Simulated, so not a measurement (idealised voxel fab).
This section sets out a process module, namely voxel released beams.
We display cut, a cross-section 155 nm in width whose square cells are each 5 nm.
A cross-section is a grid of square cells, given in bands from the top down. A band is one or more rows of cells.
In this notation a band is specified by the heights of its top and bottom, in that order and in nm, after which its materials appear from left to right, each paired with its width in nm. The word "edge to edge" attached to a single material means that material fills the band from edge to edge; the word "blank" stands for empty space.
All heights in this document are referenced to 0, defined as the level beneath which the wafer, as received, consists entirely of one material. The lowest band is not bounded below; it extends indefinitely downward and is written in the form "z 0 and below".
The notation "30->40" denotes a width that varies across the rows of cells in the band, beginning at the first number in the top row, finishing at the second number in the bottom row, and changing by an identical amount from each row to the next.
Where the words "no modifications" appear for a step, the cross-section shows no cell changed by that step; every cell remained as before.
For the entry "Trapped void list", the listed items are empty spaces with no open way to the top whose size is 8 cells or more; each item follows the pattern width x height at distance, where distance is from the left edge and all three are in nm.
The remark found on a step's line after its settings is issued by the simulator itself and pertains to that step.
overlay nm: where the mask lay relative to plan, measured to the right, on steps with a mask; negatives go left.

LIST OF PLANNED PROCESS STEPS
1 RECEIVE [material Si]
2 CONFORMAL_DEP [material SiN] [thk nm 10]
3 DIRECTIONAL_DEP [material SiO2] [thk nm 20]
4 PATTERN [tone open] [mask id ANCHOR] [material resist] [width nm 45] [thk nm 20] [overlay nm 0]
5 DIRECTIONAL_ETCH [etch materials SiO2] [depth nm 20]
6 STRIP [etch materials resist]
7 CONFORMAL_DEP [material TiN] [thk nm 15]
8 MASKED_ETCH [tone cover] [mask id BEAM] [width nm 110] [etch materials TiN] [depth nm 15] [overlay nm 0]
9 STRIP [etch materials SiO2]

WAFER AS RECEIVED: CROSS-SECTION FOLLOWING STEP 1
  z 0 and below = Si edge to edge
  Trapped void list: none

THE FIRST OF TWO WAFERS, CROSS-SECTIONED AT THE END OF THE MODULE, WITH THE RUN PROCEEDING AS PLANNED
  z 45 to 30 = blank: 20 / TiN: 20 / blank: 15 / TiN: 75 / blank: 25
  z 30 to 25 = blank: 25 / TiN: 15 / blank: 15 / TiN: 15 / blank: 85
  z 25 to 10 = blank: 25 / TiN: 45 / blank: 85
  z 10 to 0 = SiN edge to edge
  z 0 and below = Si edge to edge
  Trapped void list: none

SAME START, SAME PLAN AS THE FIRST WAFER - BUT ONE MISTAKE IN THE RUN. CROSS-SECTION OF THE SECOND OF THE TWO AT THE END OF THE MODULE
  z 45 to 30 = blank: 20 / TiN: 110 / blank: 25
  z 30 to 10 = TiN edge to edge
  z 10 to 0 = SiN edge to edge
  z 0 and below = Si edge to edge
  Trapped void list: none
Nonconformance to the process plan: step 3 off recipe, ran as DIRECTIONAL_DEP [material TiN] [thk nm 20]
Materials where the second wafer ends with more or fewer cells than the first: 100 more of TiN
